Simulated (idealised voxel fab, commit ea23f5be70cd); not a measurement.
process module | voxel wiring stack
cross-section cut | 205 nm wide | cells 5 nm
A cross-section is a grid of square cells, given in bands from the top down. A band is one or more rows of cells.
Each band's line starts with the height of the band's top and of its bottom, in nm. Then come its materials from left to right, each with its width in nm. One material with "throughout" fills the band from edge to edge. "air" is empty space.
Height 0 is the level under which the wafer as received is all one material. The lowest band goes on downwards, as in "0 down".
A width such as "30 to 40" changes by the same amount from each row of cells to the next, from the band's top row to its bottom row.
"no change" after a step means that no cell of the cross-section changed.
closed voids: empty space of 8 cells or more with no open way to the top, each as width x height at its distance from the left edge, in nm
after a step's settings: what the simulator itself notes on the step
overlay nm, on a step with a mask: how far to the right of its planned place the mask lay; to the left if negative
plan
1 op RECEIVE | material Si
2 op CONFORMAL_DEP | material SiO2 | thk nm 15
3 op DIRECTIONAL_DEP | material TiN | thk nm 5
4 op DIRECTIONAL_DEP | material W | thk nm 25
5 op DIRECTIONAL_DEP | material aC | thk nm 15
6 op PATTERN | tone cover | mask id METAL_1 | material resist | width nm 20 | pitch nm 40 | thk nm 30 | overlay nm 0
7 op DIRECTIONAL_ETCH | etch materials aC | depth nm 15
8 op STRIP | etch materials resist
9 op DIRECTIONAL_ETCH | etch materials W | depth nm 25
10 op DIRECTIONAL_ETCH | etch materials TiN | depth nm 5
11 op STRIP | etch materials aC
12 op CONFORMAL_DEP | material SiCN | thk nm 5
13 op FILL_DEP | material SiO2 | thk nm 5
14 op CMP | height nm 45
15 op CONFORMAL_DEP | material SiCN | thk nm 5
16 op DIRECTIONAL_DEP | material lowk | thk nm 30
17 op MASKED_ETCH | tone open | mask id METAL_2_HOLES | width nm 15 | pitch nm 80 | etch materials lowk | depth nm 30 | overlay nm 0
18 op PATTERN | tone open | mask id METAL_2 | material resist | width nm 20 | pitch nm 40 | thk nm 20 | overlay nm 0
19 op DIRECTIONAL_ETCH | etch materials lowk | depth nm 15
20 op DIRECTIONAL_ETCH | etch materials SiCN | depth nm 5
21 op STRIP | etch materials resist
22 op CONFORMAL_DEP | material TiN | thk nm 5
23 op FILL_DEP | material Cu | thk nm 5
24 op CMP | height nm 80
25 op CONFORMAL_DEP | material SiCN | thk nm 5
26 op DIRECTIONAL_DEP | material SiO2 | thk nm 30
27 op MASKED_ETCH | tone open | mask id METAL_3 | width nm 20 | pitch nm 40 | etch materials SiO2 | depth nm 15 | overlay nm 0
28 op MASKED_ETCH | tone open | mask id METAL_3_HOLES | width nm 15 | pitch nm 80 | etch materials SiO2 | depth nm 15 | overlay nm 0
29 op MASKED_ETCH | tone open | mask id METAL_3_HOLES | width nm 15 | pitch nm 80 | etch materials SiCN | depth nm 5 | overlay nm 0
30 op CONFORMAL_DEP | material TiN | thk nm 5
31 op FILL_DEP | material Ru | thk nm 5
32 op CMP | height nm 115
33 op CONFORMAL_DEP | material SiCN | thk nm 5
34 op DIRECTIONAL_DEP | material SiO2 | thk nm 25
35 op MASKED_ETCH | tone open | mask id METAL_4 | width nm 20 | pitch nm 40 | etch materials SiO2 | depth nm 15 | overlay nm 0
36 op PATTERN | tone open | mask id METAL_4_HOLES | material resist | width nm 15 | pitch nm 80 | thk nm 20 | overlay nm 0
37 op DIRECTIONAL_ETCH | etch materials SiO2 | depth nm 10
38 op DIRECTIONAL_ETCH | etch materials SiCN | depth nm 5
39 op STRIP | etch materials resist
40 op CONFORMAL_DEP | material TiN | thk nm 5
41 op FILL_DEP | material Ru | thk nm 10
42 op CMP | height nm 145
43 op CONFORMAL_DEP | material SiN | thk nm 5
first wafer, as planned
as received, after step 1
  0 down: Si throughout
  closed voids: none
after step 2
  15 to 0: SiO2 throughout
  below 0: unchanged
after step 3
  20 to 15: TiN throughout
  below 15: unchanged
after step 4
  45 to 20: W throughout
  below 20: unchanged
after step 5
  60 to 45: aC throughout
  below 45: unchanged
after step 6
  90 to 60: air 30 | resist 20 | air 20 | resist 20 | air 20 | resist 20 | air 20 | resist 20 | air 35
  below 60: unchanged
after step 7
  75 to 60: air 30 | resist 20 | air 20 | resist 20 | air 20 | resist 20 | air 20 | resist 20 | air 35
  60 to 45: air 30 | aC 20 | air 20 | aC 20 | air 20 | aC 20 | air 20 | aC 20 | air 35
  below 45: unchanged
after step 8
  60 to 45: air 30 | aC 20 | air 20 | aC 20 | air 20 | aC 20 | air 20 | aC 20 | air 35
  below 45: unchanged
after step 9
  60 to 45: air 30 | aC 20 | air 20 | aC 20 | air 20 | aC 20 | air 20 | aC 20 | air 35
  45 to 20: air 30 | W 20 | air 20 | W 20 | air 20 | W 20 | air 20 | W 20 | air 35
  below 20: unchanged
after step 10
  60 to 45: air 30 | aC 20 | air 20 | aC 20 | air 20 | aC 20 | air 20 | aC 20 | air 35
  45 to 20: air 30 | W 20 | air 20 | W 20 | air 20 | W 20 | air 20 | W 20 | air 35
  20 to 15: air 30 | TiN 20 | air 20 | TiN 20 | air 20 | TiN 20 | air 20 | TiN 20 | air 35
  below 15: unchanged
after step 11
  45 to 20: air 30 | W 20 | air 20 | W 20 | air 20 | W 20 | air 20 | W 20 | air 35
  below 20: unchanged
after step 12
  50 to 45: air 25 | SiCN 30 | air 10 | SiCN 30 | air 10 | SiCN 30 | air 10 | SiCN 30 | air 30
  45 to 20: air 25 | SiCN 5 | W 20 | SiCN 5 | air 10 | SiCN 5 | W 20 | SiCN 5 | air 10 | SiCN 5 | W 20 | SiCN 5 | air 10 | SiCN 5 | W 20 | SiCN 5 | air 30
  20 to 15: SiCN 30 | TiN 20 | SiCN 20 | TiN 20 | SiCN 20 | TiN 20 | SiCN 20 | TiN 20 | SiCN 35
  below 15: unchanged
after step 13
  55 to 50: SiO2 throughout
  50 to 45: SiO2 25 | SiCN 30 | SiO2 10 | SiCN 30 | SiO2 10 | SiCN 30 | SiO2 10 | SiCN 30 | SiO2 30
  45 to 20: SiO2 25 | SiCN 5 | W 20 | SiCN 5 | SiO2 10 | SiCN 5 | W 20 | SiCN 5 | SiO2 10 | SiCN 5 | W 20 | SiCN 5 | SiO2 10 | SiCN 5 | W 20 | SiCN 5 | SiO2 30
  below 20: unchanged
after step 14
  45 to 20: SiO2 25 | SiCN 5 | W 20 | SiCN 5 | SiO2 10 | SiCN 5 | W 20 | SiCN 5 | SiO2 10 | SiCN 5 | W 20 | SiCN 5 | SiO2 10 | SiCN 5 | W 20 | SiCN 5 | SiO2 30
  below 20: unchanged
after step 15
  50 to 45: SiCN throughout
  below 45: unchanged
after step 16
  80 to 50: lowk throughout
  below 50: unchanged
after step 17
  80 to 50: lowk 30 | air 15 | lowk 65 | air 15 | lowk 80
  below 50: unchanged
after step 18
  100 to 80: resist 30 | air 20 | resist 20 | air 20 | resist 20 | air 20 | resist 20 | air 20 | resist 35
  below 80: unchanged
after step 19
  100 to 80: resist 30 | air 20 | resist 20 | air 20 | resist 20 | air 20 | resist 20 | air 20 | resist 35
  80 to 65: lowk 30 | air 20 | lowk 20 | air 20 | lowk 20 | air 20 | lowk 20 | air 20 | lowk 35
  below 65: unchanged
after step 20
  100 to 80: resist 30 | air 20 | resist 20 | air 20 | resist 20 | air 20 | resist 20 | air 20 | resist 35
  80 to 65: lowk 30 | air 20 | lowk 20 | air 20 | lowk 20 | air 20 | lowk 20 | air 20 | lowk 35
  65 to 50: lowk 30 | air 15 | lowk 65 | air 15 | lowk 80
  50 to 45: SiCN 30 | air 15 | SiCN 65 | air 15 | SiCN 80
  below 45: unchanged
after step 21
  80 to 65: lowk 30 | air 20 | lowk 20 | air 20 | lowk 20 | air 20 | lowk 20 | air 20 | lowk 35
  below 65: unchanged
after step 22
  85 to 80: TiN 35 | air 10 | TiN 30 | air 10 | TiN 30 | air 10 | TiN 30 | air 10 | TiN 40
  80 to 70: lowk 30 | TiN 5 | air 10 | TiN 5 | lowk 20 | TiN 5 | air 10 | TiN 5 | lowk 20 | TiN 5 | air 10 | TiN 5 | lowk 20 | TiN 5 | air 10 | TiN 5 | lowk 35
  70 to 65: lowk 30 | TiN 5 | air 5 | TiN 10 | lowk 20 | TiN 20 | lowk 20 | TiN 5 | air 5 | TiN 10 | lowk 20 | TiN 20 | lowk 35
  65 to 50: lowk 30 | TiN 5 | air 5 | TiN 5 | lowk 65 | TiN 5 | air 5 | TiN 5 | lowk 80
  50 to 45: SiCN 30 | TiN 15 | SiCN 65 | TiN 15 | SiCN 80
  below 45: unchanged
after step 23
  90 to 85: Cu throughout
  85 to 80: TiN 35 | Cu 10 | TiN 30 | Cu 10 | TiN 30 | Cu 10 | TiN 30 | Cu 10 | TiN 40
  80 to 70: lowk 30 | TiN 5 | Cu 10 | TiN 5 | lowk 20 | TiN 5 | Cu 10 | TiN 5 | lowk 20 | TiN 5 | Cu 10 | TiN 5 | lowk 20 | TiN 5 | Cu 10 | TiN 5 | lowk 35
  70 to 65: lowk 30 | TiN 5 | Cu 5 | TiN 10 | lowk 20 | TiN 20 | lowk 20 | TiN 5 | Cu 5 | TiN 10 | lowk 20 | TiN 20 | lowk 35
  65 to 50: lowk 30 | TiN 5 | Cu 5 | TiN 5 | lowk 65 | TiN 5 | Cu 5 | TiN 5 | lowk 80
  below 50: unchanged
after step 24
  80 to 70: lowk 30 | TiN 5 | Cu 10 | TiN 5 | lowk 20 | TiN 5 | Cu 10 | TiN 5 | lowk 20 | TiN 5 | Cu 10 | TiN 5 | lowk 20 | TiN 5 | Cu 10 | TiN 5 | lowk 35
  below 70: unchanged
after step 25
  85 to 80: SiCN throughout
  below 80: unchanged
after step 26
  115 to 85: SiO2 throughout
  below 85: unchanged
after step 27
  115 to 100: SiO2 30 | air 20 | SiO2 20 | air 20 | SiO2 20 | air 20 | SiO2 20 | air 20 | SiO2 35
  below 100: unchanged
after step 28
  115 to 100: SiO2 30 | air 20 | SiO2 20 | air 20 | SiO2 20 | air 20 | SiO2 20 | air 20 | SiO2 35
  100 to 85: SiO2 30 | air 15 | SiO2 65 | air 15 | SiO2 80
  below 85: unchanged
after step 29
  115 to 100: SiO2 30 | air 20 | SiO2 20 | air 20 | SiO2 20 | air 20 | SiO2 20 | air 20 | SiO2 35
  100 to 85: SiO2 30 | air 15 | SiO2 65 | air 15 | SiO2 80
  85 to 80: SiCN 30 | air 15 | SiCN 65 | air 15 | SiCN 80
  below 80: unchanged
after step 30
  120 to 115: TiN 35 | air 10 | TiN 30 | air 10 | TiN 30 | air 10 | TiN 30 | air 10 | TiN 40
  115 to 105: SiO2 30 | TiN 5 | air 10 | TiN 5 | SiO2 20 | TiN 5 | air 10 | TiN 5 | SiO2 20 | TiN 5 | air 10 | TiN 5 | SiO2 20 | TiN 5 | air 10 | TiN 5 | SiO2 35
  105 to 100: SiO2 30 | TiN 5 | air 5 | TiN 10 | SiO2 20 | TiN 20 | SiO2 20 | TiN 5 | air 5 | TiN 10 | SiO2 20 | TiN 20 | SiO2 35
  100 to 85: SiO2 30 | TiN 5 | air 5 | TiN 5 | SiO2 65 | TiN 5 | air 5 | TiN 5 | SiO2 80
  85 to 80: SiCN 30 | TiN 15 | SiCN 65 | TiN 15 | SiCN 80
  below 80: unchanged
after step 31
  125 to 120: Ru throughout
  120 to 115: TiN 35 | Ru 10 | TiN 30 | Ru 10 | TiN 30 | Ru 10 | TiN 30 | Ru 10 | TiN 40
  115 to 105: SiO2 30 | TiN 5 | Ru 10 | TiN 5 | SiO2 20 | TiN 5 | Ru 10 | TiN 5 | SiO2 20 | TiN 5 | Ru 10 | TiN 5 | SiO2 20 | TiN 5 | Ru 10 | TiN 5 | SiO2 35
  105 to 100: SiO2 30 | TiN 5 | Ru 5 | TiN 10 | SiO2 20 | TiN 20 | SiO2 20 | TiN 5 | Ru 5 | TiN 10 | SiO2 20 | TiN 20 | SiO2 35
  100 to 85: SiO2 30 | TiN 5 | Ru 5 | TiN 5 | SiO2 65 | TiN 5 | Ru 5 | TiN 5 | SiO2 80
  below 85: unchanged
after step 32
  115 to 105: SiO2 30 | TiN 5 | Ru 10 | TiN 5 | SiO2 20 | TiN 5 | Ru 10 | TiN 5 | SiO2 20 | TiN 5 | Ru 10 | TiN 5 | SiO2 20 | TiN 5 | Ru 10 | TiN 5 | SiO2 35
  below 105: unchanged
after step 33
  120 to 115: SiCN throughout
  below 115: unchanged
after step 34
  145 to 120: SiO2 throughout
  below 120: unchanged
after step 35
  145 to 130: SiO2 30 | air 20 | SiO2 20 | air 20 | SiO2 20 | air 20 | SiO2 20 | air 20 | SiO2 35
  below 130: unchanged
after step 36
  165 to 145: resist 30 | air 15 | resist 65 | air 15 | resist 80
  145 to 130: SiO2 30 | air 15 | resist 5 | SiO2 20 | resist 20 | SiO2 20 | air 15 | resist 5 | SiO2 20 | resist 20 | SiO2 35
  below 130: unchanged
after step 37
  165 to 145: resist 30 | air 15 | resist 65 | air 15 | resist 80
  145 to 130: SiO2 30 | air 15 | resist 5 | SiO2 20 | resist 20 | SiO2 20 | air 15 | resist 5 | SiO2 20 | resist 20 | SiO2 35
  130 to 120: SiO2 30 | air 15 | SiO2 65 | air 15 | SiO2 80
  below 120: unchanged
after step 38
  165 to 145: resist 30 | air 15 | resist 65 | air 15 | resist 80
  145 to 130: SiO2 30 | air 15 | resist 5 | SiO2 20 | resist 20 | SiO2 20 | air 15 | resist 5 | SiO2 20 | resist 20 | SiO2 35
  130 to 120: SiO2 30 | air 15 | SiO2 65 | air 15 | SiO2 80
  120 to 115: SiCN 30 | air 15 | SiCN 65 | air 15 | SiCN 80
  below 115: unchanged
after step 39
  145 to 130: SiO2 30 | air 20 | SiO2 20 | air 20 | SiO2 20 | air 20 | SiO2 20 | air 20 | SiO2 35
  below 130: unchanged
after step 40
  150 to 145: TiN 35 | air 10 | TiN 30 | air 10 | TiN 30 | air 10 | TiN 30 | air 10 | TiN 40
  145 to 135: SiO2 30 | TiN 5 | air 10 | TiN 5 | SiO2 20 | TiN 5 | air 10 | TiN 5 | SiO2 20 | TiN 5 | air 10 | TiN 5 | SiO2 20 | TiN 5 | air 10 | TiN 5 | SiO2 35
  135 to 130: SiO2 30 | TiN 5 | air 5 | TiN 10 | SiO2 20 | TiN 20 | SiO2 20 | TiN 5 | air 5 | TiN 10 | SiO2 20 | TiN 20 | SiO2 35
  130 to 120: SiO2 30 | TiN 5 | air 5 | TiN 5 | SiO2 65 | TiN 5 | air 5 | TiN 5 | SiO2 80
  120 to 115: SiCN 30 | TiN 15 | SiCN 65 | TiN 15 | SiCN 80
  below 115: unchanged
after step 41
  160 to 150: Ru throughout
  150 to 145: TiN 35 | Ru 10 | TiN 30 | Ru 10 | TiN 30 | Ru 10 | TiN 30 | Ru 10 | TiN 40
  145 to 135: SiO2 30 | TiN 5 | Ru 10 | TiN 5 | SiO2 20 | TiN 5 | Ru 10 | TiN 5 | SiO2 20 | TiN 5 | Ru 10 | TiN 5 | SiO2 20 | TiN 5 | Ru 10 | TiN 5 | SiO2 35
  135 to 130: SiO2 30 | TiN 5 | Ru 5 | TiN 10 | SiO2 20 | TiN 20 | SiO2 20 | TiN 5 | Ru 5 | TiN 10 | SiO2 20 | TiN 20 | SiO2 35
  130 to 120: SiO2 30 | TiN 5 | Ru 5 | TiN 5 | SiO2 65 | TiN 5 | Ru 5 | TiN 5 | SiO2 80
  below 120: unchanged
after step 42
  145 to 135: SiO2 30 | TiN 5 | Ru 10 | TiN 5 | SiO2 20 | TiN 5 | Ru 10 | TiN 5 | SiO2 20 | TiN 5 | Ru 10 | TiN 5 | SiO2 20 | TiN 5 | Ru 10 | TiN 5 | SiO2 35
  below 135: unchanged
after step 43
  150 to 145: SiN throughout
  below 145: unchanged
second wafer: like start, like plan, one mistake. Through step 11 it matches the first wafer
when step 12 should have ended
  60 to 45: air 15 | SiCN 170 | air 20
  45 to 30: air 15 | SiCN 15 | W 20 | SiCN 20 | W 20 | SiCN 20 | W 20 | SiCN 20 | W 20 | SiCN 15 | air 20
  30 to 20: SiCN 30 | W 20 | SiCN 20 | W 20 | SiCN 20 | W 20 | SiCN 20 | W 20 | SiCN 35
  20 to 15: SiCN 30 | TiN 20 | SiCN 20 | TiN 20 | SiCN 20 | TiN 20 | SiCN 20 | TiN 20 | SiCN 35
  below 15: unchanged
when step 13 should have ended
  65 to 60: SiO2 throughout
  60 to 45: SiO2 15 | SiCN 170 | SiO2 20
  45 to 30: SiO2 15 | SiCN 15 | W 20 | SiCN 20 | W 20 | SiCN 20 | W 20 | SiCN 20 | W 20 | SiCN 15 | SiO2 20
  below 30: unchanged
when step 14 should have ended
  45 to 30: SiO2 15 | SiCN 15 | W 20 | SiCN 20 | W 20 | SiCN 20 | W 20 | SiCN 20 | W 20 | SiCN 15 | SiO2 20
  below 30: unchanged
when step 15 should have ended
  50 to 45: SiCN throughout
  below 45: unchanged
when step 16 should have ended
  80 to 50: lowk throughout
  below 50: unchanged
when step 17 should have ended
  80 to 50: lowk 30 | air 15 | lowk 65 | air 15 | lowk 80
  below 50: unchanged
when step 18 should have ended
  100 to 80: resist 30 | air 20 | resist 20 | air 20 | resist 20 | air 20 | resist 20 | air 20 | resist 35
  below 80: unchanged
when step 19 should have ended
  100 to 80: resist 30 | air 20 | resist 20 | air 20 | resist 20 | air 20 | resist 20 | air 20 | resist 35
  80 to 65: lowk 30 | air 20 | lowk 20 | air 20 | lowk 20 | air 20 | lowk 20 | air 20 | lowk 35
  below 65: unchanged
when step 20 should have ended
  100 to 80: resist 30 | air 20 | resist 20 | air 20 | resist 20 | air 20 | resist 20 | air 20 | resist 35
  80 to 65: lowk 30 | air 20 | lowk 20 | air 20 | lowk 20 | air 20 | lowk 20 | air 20 | lowk 35
  65 to 50: lowk 30 | air 15 | lowk 65 | air 15 | lowk 80
  50 to 45: SiCN 30 | air 15 | SiCN 65 | air 15 | SiCN 80
  below 45: unchanged
when step 21 should have ended
  80 to 65: lowk 30 | air 20 | lowk 20 | air 20 | lowk 20 | air 20 | lowk 20 | air 20 | lowk 35
  below 65: unchanged
when step 22 should have ended
  85 to 80: TiN 35 | air 10 | TiN 30 | air 10 | TiN 30 | air 10 | TiN 30 | air 10 | TiN 40
  80 to 70: lowk 30 | TiN 5 | air 10 | TiN 5 | lowk 20 | TiN 5 | air 10 | TiN 5 | lowk 20 | TiN 5 | air 10 | TiN 5 | lowk 20 | TiN 5 | air 10 | TiN 5 | lowk 35
  70 to 65: lowk 30 | TiN 5 | air 5 | TiN 10 | lowk 20 | TiN 20 | lowk 20 | TiN 5 | air 5 | TiN 10 | lowk 20 | TiN 20 | lowk 35
  65 to 50: lowk 30 | TiN 5 | air 5 | TiN 5 | lowk 65 | TiN 5 | air 5 | TiN 5 | lowk 80
  50 to 45: SiCN 30 | TiN 15 | SiCN 65 | TiN 15 | SiCN 80
  below 45: unchanged
when step 23 should have ended
  90 to 85: Cu throughout
  85 to 80: TiN 35 | Cu 10 | TiN 30 | Cu 10 | TiN 30 | Cu 10 | TiN 30 | Cu 10 | TiN 40
  80 to 70: lowk 30 | TiN 5 | Cu 10 | TiN 5 | lowk 20 | TiN 5 | Cu 10 | TiN 5 | lowk 20 | TiN 5 | Cu 10 | TiN 5 | lowk 20 | TiN 5 | Cu 10 | TiN 5 | lowk 35
  70 to 65: lowk 30 | TiN 5 | Cu 5 | TiN 10 | lowk 20 | TiN 20 | lowk 20 | TiN 5 | Cu 5 | TiN 10 | lowk 20 | TiN 20 | lowk 35
  65 to 50: lowk 30 | TiN 5 | Cu 5 | TiN 5 | lowk 65 | TiN 5 | Cu 5 | TiN 5 | lowk 80
  below 50: unchanged
when step 24 should have ended
  80 to 70: lowk 30 | TiN 5 | Cu 10 | TiN 5 | lowk 20 | TiN 5 | Cu 10 | TiN 5 | lowk 20 | TiN 5 | Cu 10 | TiN 5 | lowk 20 | TiN 5 | Cu 10 | TiN 5 | lowk 35
  below 70: unchanged
when step 25 should have ended
  85 to 80: SiCN throughout
  below 80: unchanged
when step 26 should have ended
  115 to 85: SiO2 throughout
  below 85: unchanged
when step 27 should have ended
  115 to 100: SiO2 30 | air 20 | SiO2 20 | air 20 | SiO2 20 | air 20 | SiO2 20 | air 20 | SiO2 35
  below 100: unchanged
when step 28 should have ended
  115 to 100: SiO2 30 | air 20 | SiO2 20 | air 20 | SiO2 20 | air 20 | SiO2 20 | air 20 | SiO2 35
  100 to 85: SiO2 30 | air 15 | SiO2 65 | air 15 | SiO2 80
  below 85: unchanged
when step 29 should have ended
  115 to 100: SiO2 30 | air 20 | SiO2 20 | air 20 | SiO2 20 | air 20 | SiO2 20 | air 20 | SiO2 35
  100 to 85: SiO2 30 | air 15 | SiO2 65 | air 15 | SiO2 80
  85 to 80: SiCN 30 | air 15 | SiCN 65 | air 15 | SiCN 80
  below 80: unchanged
when step 30 should have ended
  120 to 115: TiN 35 | air 10 | TiN 30 | air 10 | TiN 30 | air 10 | TiN 30 | air 10 | TiN 40
  115 to 105: SiO2 30 | TiN 5 | air 10 | TiN 5 | SiO2 20 | TiN 5 | air 10 | TiN 5 | SiO2 20 | TiN 5 | air 10 | TiN 5 | SiO2 20 | TiN 5 | air 10 | TiN 5 | SiO2 35
  105 to 100: SiO2 30 | TiN 5 | air 5 | TiN 10 | SiO2 20 | TiN 20 | SiO2 20 | TiN 5 | air 5 | TiN 10 | SiO2 20 | TiN 20 | SiO2 35
  100 to 85: SiO2 30 | TiN 5 | air 5 | TiN 5 | SiO2 65 | TiN 5 | air 5 | TiN 5 | SiO2 80
  85 to 80: SiCN 30 | TiN 15 | SiCN 65 | TiN 15 | SiCN 80
  below 80: unchanged
when step 31 should have ended
  125 to 120: Ru throughout
  120 to 115: TiN 35 | Ru 10 | TiN 30 | Ru 10 | TiN 30 | Ru 10 | TiN 30 | Ru 10 | TiN 40
  115 to 105: SiO2 30 | TiN 5 | Ru 10 | TiN 5 | SiO2 20 | TiN 5 | Ru 10 | TiN 5 | SiO2 20 | TiN 5 | Ru 10 | TiN 5 | SiO2 20 | TiN 5 | Ru 10 | TiN 5 | SiO2 35
  105 to 100: SiO2 30 | TiN 5 | Ru 5 | TiN 10 | SiO2 20 | TiN 20 | SiO2 20 | TiN 5 | Ru 5 | TiN 10 | SiO2 20 | TiN 20 | SiO2 35
  100 to 85: SiO2 30 | TiN 5 | Ru 5 | TiN 5 | SiO2 65 | TiN 5 | Ru 5 | TiN 5 | SiO2 80
  below 85: unchanged
when step 32 should have ended
  115 to 105: SiO2 30 | TiN 5 | Ru 10 | TiN 5 | SiO2 20 | TiN 5 | Ru 10 | TiN 5 | SiO2 20 | TiN 5 | Ru 10 | TiN 5 | SiO2 20 | TiN 5 | Ru 10 | TiN 5 | SiO2 35
  below 105: unchanged
when step 33 should have ended
  120 to 115: SiCN throughout
  below 115: unchanged
when step 34 should have ended
  145 to 120: SiO2 throughout
  below 120: unchanged
when step 35 should have ended
  145 to 130: SiO2 30 | air 20 | SiO2 20 | air 20 | SiO2 20 | air 20 | SiO2 20 | air 20 | SiO2 35
  below 130: unchanged
when step 36 should have ended
  165 to 145: resist 30 | air 15 | resist 65 | air 15 | resist 80
  145 to 130: SiO2 30 | air 15 | resist 5 | SiO2 20 | resist 20 | SiO2 20 | air 15 | resist 5 | SiO2 20 | resist 20 | SiO2 35
  below 130: unchanged
when step 37 should have ended
  165 to 145: resist 30 | air 15 | resist 65 | air 15 | resist 80
  145 to 130: SiO2 30 | air 15 | resist 5 | SiO2 20 | resist 20 | SiO2 20 | air 15 | resist 5 | SiO2 20 | resist 20 | SiO2 35
  130 to 120: SiO2 30 | air 15 | SiO2 65 | air 15 | SiO2 80
  below 120: unchanged
when step 38 should have ended
  165 to 145: resist 30 | air 15 | resist 65 | air 15 | resist 80
  145 to 130: SiO2 30 | air 15 | resist 5 | SiO2 20 | resist 20 | SiO2 20 | air 15 | resist 5 | SiO2 20 | resist 20 | SiO2 35
  130 to 120: SiO2 30 | air 15 | SiO2 65 | air 15 | SiO2 80
  120 to 115: SiCN 30 | air 15 | SiCN 65 | air 15 | SiCN 80
  below 115: unchanged
when step 39 should have ended
  145 to 130: SiO2 30 | air 20 | SiO2 20 | air 20 | SiO2 20 | air 20 | SiO2 20 | air 20 | SiO2 35
  below 130: unchanged
when step 40 should have ended
  150 to 145: TiN 35 | air 10 | TiN 30 | air 10 | TiN 30 | air 10 | TiN 30 | air 10 | TiN 40
  145 to 135: SiO2 30 | TiN 5 | air 10 | TiN 5 | SiO2 20 | TiN 5 | air 10 | TiN 5 | SiO2 20 | TiN 5 | air 10 | TiN 5 | SiO2 20 | TiN 5 | air 10 | TiN 5 | SiO2 35
  135 to 130: SiO2 30 | TiN 5 | air 5 | TiN 10 | SiO2 20 | TiN 20 | SiO2 20 | TiN 5 | air 5 | TiN 10 | SiO2 20 | TiN 20 | SiO2 35
  130 to 120: SiO2 30 | TiN 5 | air 5 | TiN 5 | SiO2 65 | TiN 5 | air 5 | TiN 5 | SiO2 80
  120 to 115: SiCN 30 | TiN 15 | SiCN 65 | TiN 15 | SiCN 80
  below 115: unchanged
when step 41 should have ended
  160 to 150: Ru throughout
  150 to 145: TiN 35 | Ru 10 | TiN 30 | Ru 10 | TiN 30 | Ru 10 | TiN 30 | Ru 10 | TiN 40
  145 to 135: SiO2 30 | TiN 5 | Ru 10 | TiN 5 | SiO2 20 | TiN 5 | Ru 10 | TiN 5 | SiO2 20 | TiN 5 | Ru 10 | TiN 5 | SiO2 20 | TiN 5 | Ru 10 | TiN 5 | SiO2 35
  135 to 130: SiO2 30 | TiN 5 | Ru 5 | TiN 10 | SiO2 20 | TiN 20 | SiO2 20 | TiN 5 | Ru 5 | TiN 10 | SiO2 20 | TiN 20 | SiO2 35
  130 to 120: SiO2 30 | TiN 5 | Ru 5 | TiN 5 | SiO2 65 | TiN 5 | Ru 5 | TiN 5 | SiO2 80
  below 120: unchanged
when step 42 should have ended
  145 to 135: SiO2 30 | TiN 5 | Ru 10 | TiN 5 | SiO2 20 | TiN 5 | Ru 10 | TiN 5 | SiO2 20 | TiN 5 | Ru 10 | TiN 5 | SiO2 20 | TiN 5 | Ru 10 | TiN 5 | SiO2 35
  below 135: unchanged
when step 43 should have ended
  150 to 145: SiN throughout
  below 145: unchanged
what went wrong: step 12 ran as: op CONFORMAL_DEP | material SiCN | thk nm 15
at the end the second wafer has, in cells: 64 more of SiCN | 64 fewer of SiO2
